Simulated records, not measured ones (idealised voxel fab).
Presented below is a process module, voxel self aligned contacts.
For reference, the cross-section in this document is cut, with width 235 nm and square cells of 5 nm.
Square cells in a grid make up a cross-section in this document, and the grid is given as bands, listed from the top down, each one or more rows of cells. The entry gives the band's vertical extent as a top height and a bottom height in nm, then its horizontal make-up as materials from left to right, each with a width in nm. "empty" stands for empty space; a single material marked "throughout" fills the band edge to edge. It should be noted that heights are counted from 0, beneath which the wafer as supplied is of one material throughout, and that the lowest band possesses no lower boundary but continues downward, as written in "0 and below". Per-row width for "30->40": begins at first number (top row of band), ends at second number (bottom row), increment between rows held constant. "remained the same" -> step changed no cross-section cell. Entry "Completely sealed voids". Content: empty spaces with no open connection to the top, size 8 cells or greater. Each: width x height at distance. Distance: from left edge. Unit: nm. If you see something after the settings on a step's line, that's the simulator's own remark about that step. overlay nm: mask offset rightward from planned place, masked step; negative means leftward offset.

## The process steps that were planned are listed below
| 1 | RECEIVE [material Si] |
| 2 | OXIDIZE [depth nm 5] |
| 3 | DIRECTIONAL_DEP [material polySi] [thk nm 25] |
| 4 | DIRECTIONAL_DEP [material SiN] [thk nm 15] |
| 5 | PATTERN [tone cover] [mask id GATE] [material resist] [width nm 25] [pitch nm 60] [thk nm 15] [overlay nm 0] |
| 6 | DIRECTIONAL_ETCH [etch materials SiN] [depth nm 15] |
| 7 | DIRECTIONAL_ETCH [etch materials polySi] [depth nm 25] |
| 8 | STRIP [etch materials resist] |
| 9 | CONFORMAL_DEP [material SiN] [thk nm 5] |
| 10 | DIRECTIONAL_ETCH [etch materials SiN] [depth nm 5] |
| 11 | FILL_DEP [material SiO2] [thk nm 15] |
| 12 | CMP [height nm 45] |
| 13 | PATTERN [tone open] [mask id CONTACT] [material resist] [width nm 45] [pitch nm 60] [thk nm 15] [overlay nm 0] |
| 14 | DIRECTIONAL_ETCH [etch materials SiO2] [depth nm 50] |
| 15 | STRIP [etch materials resist] |
| 16 | CONFORMAL_DEP [material TiN] [thk nm 5] |
| 17 | FILL_DEP [material W] [thk nm 5] |
| 18 | CMP [height nm 45] |
| 19 | CONFORMAL_DEP [material SiN] [thk nm 5] |

## Cross-section of the incoming wafer, state after step 1
* 0 and below  Si throughout
* Completely sealed voids: none

## a wafer at the end: this start, this plan, one mistake
* 50 down to 45  SiN throughout
* 45 down to 40  SiO2 65, TiN 20, W 10, TiN 15, SiO2 15, TiN 20, W 10, TiN 15, SiO2 65
* 40 down to 25  SiO2 40, SiN 40, TiN 5, W 10, TiN 5, SiN 40, TiN 5, W 10, TiN 5, SiN 40, SiO2 35
* 25 down to 0  SiO2 40, SiN 5, polySi 30, SiN 5, TiN 5, W 10, TiN 5, SiN 5, polySi 30, SiN 5, TiN 5, W 10, TiN 5, SiN 5, polySi 30, SiN 5, SiO2 35
* 0 down to -5  SiO2 80, TiN 20, SiO2 40, TiN 20, SiO2 75
* -5 and below  Si throughout
* Completely sealed voids: none
In executing the process, a mistake was made relative to the plan: step 5 did not use the planned setting and instead ran as PATTERN [tone cover] [mask id GATE] [material resist] [width nm 30] [pitch nm 60] [thk nm 15] [overlay nm 0]
